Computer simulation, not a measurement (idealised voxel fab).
The process module presented herein is designated voxel capacitor over wiring.
In the cross-section labelled cut, the width is 140 nm and each square cell is 5 nm.
In what follows, cross-sections appear as grids of square cells, described through bands that run from the top down, where every band is one or more rows of cells. Per band: top height and bottom height in nm, followed by the left-to-right materials and their widths in nm; "edge to edge" marks a single material spanning edge to edge, "blank" marks empty space. We count height from 0. Below that, the starting wafer is all one material. The lowest band never ends at the bottom but goes on down; see "0 nm and below" for how that is written. So if you see something like "30->40" for the width, read it as the top row of the band sitting at the first number and the bottom row at the second, with every row in between moving by the same amount as the last. Given "no modification" for a step, no cell of the cross-section differs between before and after that step. Each empty space that has no open way to the top and spans at least 8 cells appears under "Trapped void list" as width x height at distance, the distance counted from the left edge, all in nm. Text after the settings on a step's line: the simulator's own remark on that step. overlay nm: how far to the right of its planned place the mask lay on this masked step (negative: to the left).

-- The process steps that were planned are listed below
1 RECEIVE [material Si]
2 CONFORMAL_DEP [material SiO2] [thk nm 15]
3 DIRECTIONAL_DEP [material TiN] [thk nm 5]
4 DIRECTIONAL_DEP [material W] [thk nm 25]
5 MASKED_ETCH [tone cover] [mask id METAL_1] [width nm 20] [pitch nm 75] [etch materials W] [depth nm 25] [overlay nm 0]
6 MASKED_ETCH [tone cover] [mask id METAL_1] [width nm 20] [pitch nm 75] [etch materials TiN] [depth nm 5] [overlay nm 0]
7 FILL_DEP [material lowk] [thk nm 5]
8 CMP [height nm 45]
9 CONFORMAL_DEP [material SiCN] [thk nm 5]
10 DIRECTIONAL_DEP [material lowk] [thk nm 15]
11 PATTERN [tone open] [mask id PLUG_1] [material resist] [width nm 15] [thk nm 20] [overlay nm 0]
12 DIRECTIONAL_ETCH [etch materials lowk] [depth nm 15]
13 DIRECTIONAL_ETCH [etch materials SiCN] [depth nm 5]
14 STRIP [etch materials resist]
15 EPI [material Ru] [thk nm 10]
16 EPI [material Ru] [thk nm 10]
17 DIRECTIONAL_DEP [material TiN] [thk nm 5]
18 DIRECTIONAL_DEP [material SiN] [thk nm 5]
19 DIRECTIONAL_DEP [material TiN] [thk nm 10]
20 PATTERN [tone cover] [mask id UPPER_PLATE] [material resist] [width nm 60] [thk nm 20] [overlay nm 0]
21 DIRECTIONAL_ETCH [etch materials TiN] [depth nm 10]
22 DIRECTIONAL_ETCH [etch materials SiN] [depth nm 5]
23 STRIP [etch materials resist]
24 DIRECTIONAL_DEP [material aC] [thk nm 10]
25 PATTERN [tone cover] [mask id LOWER_PLATE] [material resist] [width nm 70] [thk nm 30] [overlay nm 0]
26 DIRECTIONAL_ETCH [etch materials aC] [depth nm 10]
27 STRIP [etch materials resist]
28 DIRECTIONAL_ETCH [etch materials TiN] [depth nm 5]
29 STRIP [etch materials aC]
30 FILL_DEP [material SiO2] [thk nm 15]
31 CMP [height nm 95]
32 MASKED_ETCH [tone open] [mask id PLUG_2] [width nm 15] [etch materials SiO2] [depth nm 10] [overlay nm 0]
33 CONFORMAL_DEP [material TiN] [thk nm 5]
34 FILL_DEP [material Cu] [thk nm 5]
35 CMP [height nm 95]
36 CONFORMAL_DEP [material SiCN] [thk nm 5]

-- Incoming wafer, cross-sectional view, post step 1
* 0 nm and below: Si edge to edge
* Trapped void list: none

-- Looking at the first of two wafers in cross-section at end of module - ran to plan
* 100 nm to 95 nm: SiCN edge to edge
* 95 nm to 90 nm: SiO2 35; TiN 5; Cu 5; TiN 5; SiO2 90
* 90 nm to 85 nm: SiO2 35; TiN 15; SiO2 90
* 85 nm to 75 nm: SiO2 25; TiN 60; SiO2 55
* 75 nm to 70 nm: SiO2 25; SiN 60; SiO2 55
* 70 nm to 65 nm: SiO2 20; TiN 70; SiO2 50
* 65 nm to 50 nm: lowk 25; Ru 15; lowk 100
* 50 nm to 45 nm: SiCN 25; Ru 15; SiCN 100
* 45 nm to 20 nm: lowk 20; W 20; lowk 55; W 20; lowk 25
* 20 nm to 15 nm: lowk 20; TiN 20; lowk 55; TiN 20; lowk 25
* 15 nm to 0 nm: SiO2 edge to edge
* 0 nm and below: Si edge to edge
* Trapped void list: none

-- Second of two wafers, module complete, sectioned: it shares the first wafer's start and plan but was run with one mistake
* 100 nm to 95 nm: SiCN edge to edge
* 95 nm to 90 nm: SiO2 35; TiN 5; Cu 5; TiN 5; SiO2 90
* 90 nm to 85 nm: SiO2 35; TiN 15; SiO2 90
* 85 nm to 75 nm: SiO2 25; TiN 60; SiO2 55
* 75 nm to 70 nm: SiO2 25; SiN 60; SiO2 55
* 70 nm to 65 nm: SiCN edge to edge
* 65 nm to 50 nm: lowk 25; Ru 15; lowk 100
* 50 nm to 45 nm: SiCN 25; Ru 15; SiCN 100
* 45 nm to 20 nm: lowk 20; W 20; lowk 55; W 20; lowk 25
* 20 nm to 15 nm: lowk 20; TiN 20; lowk 55; TiN 20; lowk 25
* 15 nm to 0 nm: SiO2 edge to edge
* 0 nm and below: Si edge to edge
* Trapped void list: none
So what did we get wrong on this run? off-plan run, step 17, actual operation and settings DIRECTIONAL_DEP [material SiCN] [thk nm 5]
Bottom line after processing is that, in cells, the second wafer is up or down on some materials versus the first: SiCN +28 | SiO2 -14 | TiN -14
